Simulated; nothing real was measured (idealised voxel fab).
Module name: voxel tone inversion (process module)
The cross-section shown here is cut; it is 170 nm wide and divided into square cells measuring 5 nm on a side.
Heads up, the way a cross-section reads in here is a grid of square cells, handed over as bands from the top down, with every band being one or more rows of cells. The band entry comprises the height of the band's top followed by the height of its bottom, expressed in nm, and subsequently the band's materials from left to right, each stated together with its width in nm. Where a single material is marked with the word "everywhere", that material fills the band from edge to edge. The word "empty" represents empty space. Heights are reckoned from 0. Under this level, the received wafer is all of one material. The bottommost band is open-ended downward, for example "0 -> down". It should be noted that a width expressed as "30 to 40" varies in equal increments from row to row of cells within the band, taking the value of the first number at the top row and that of the second number at the bottom row. What does "identical to before" mean for a step? It means no cell of the cross-section changed in that step. Look at "Sealed internal cavities" for the closed voids: empty spaces with no open path to the top, sized 8 cells or up. Each is width x height at distance, distance from the left edge, all nm. What comes after the settings on a step's line is commentary from the simulator itself on that step. The setting "overlay nm" may be written on the line of a step. When the step uses a mask, the value reports how far to the right of the planned place the mask lay, and a negative value reports that it lay to the left.
PLANNED PROCESS STEPS
1. op RECEIVE | material Si
2. op CONFORMAL_DEP | material SiN | thk nm 5
3. op DIRECTIONAL_DEP | material aC | thk nm 25
4. op PATTERN | tone cover | mask id POSTS | material resist | width nm 15 | pitch nm 40 | thk nm 35 | overlay nm 0
5. op DIRECTIONAL_ETCH | etch materials aC | depth nm 25
6. op STRIP | etch materials resist
7. op FILL_DEP | material SiO2 | thk nm 5
8. op CMP | height nm 30
9. op STRIP | etch materials aC
CROSS-SECTION OF THE WAFER AS IT CAME TO US, I.E., ALREADY THROUGH STEP 1
	0 -> down = Si everywhere
	Sealed internal cavities: none
THE FIRST OF TWO WAFERS, CROSS-SECTIONED AT THE END OF THE MODULE, WITH THE RUN PROCEEDING AS PLANNED
	30 -> 5 = SiO2 15  empty 15  SiO2 25  empty 15  SiO2 25  empty 15  SiO2 25  empty 15  SiO2 20
	5 -> 0 = SiN everywhere
	0 -> down = Si everywhere
	Sealed internal cavities: none
WHAT THE SECOND WAFER LOOKS LIKE IN CROSS-SECTION ONCE THE MODULE IS DONE. ITS START AND ITS PLAN MATCHED THE FIRST WAFER'S EXACTLY; WHAT DIFFERED WAS ONE MISTAKE IN HOW IT WAS RUN
	30 -> 25 = SiO2 everywhere
	25 -> 0 = SiO2 15  aC 15  SiO2 25  aC 15  SiO2 25  aC 15  SiO2 25  aC 15  SiO2 20
	0 -> down = Si everywhere
	Sealed internal cavities: none
Heads up, the wafer didn't run the way we planned it: no execution of plan step 2; skipped
Final cells, second wafer relative to first, materials higher or lower: -34 SiN; +34 SiO2; +60 aC
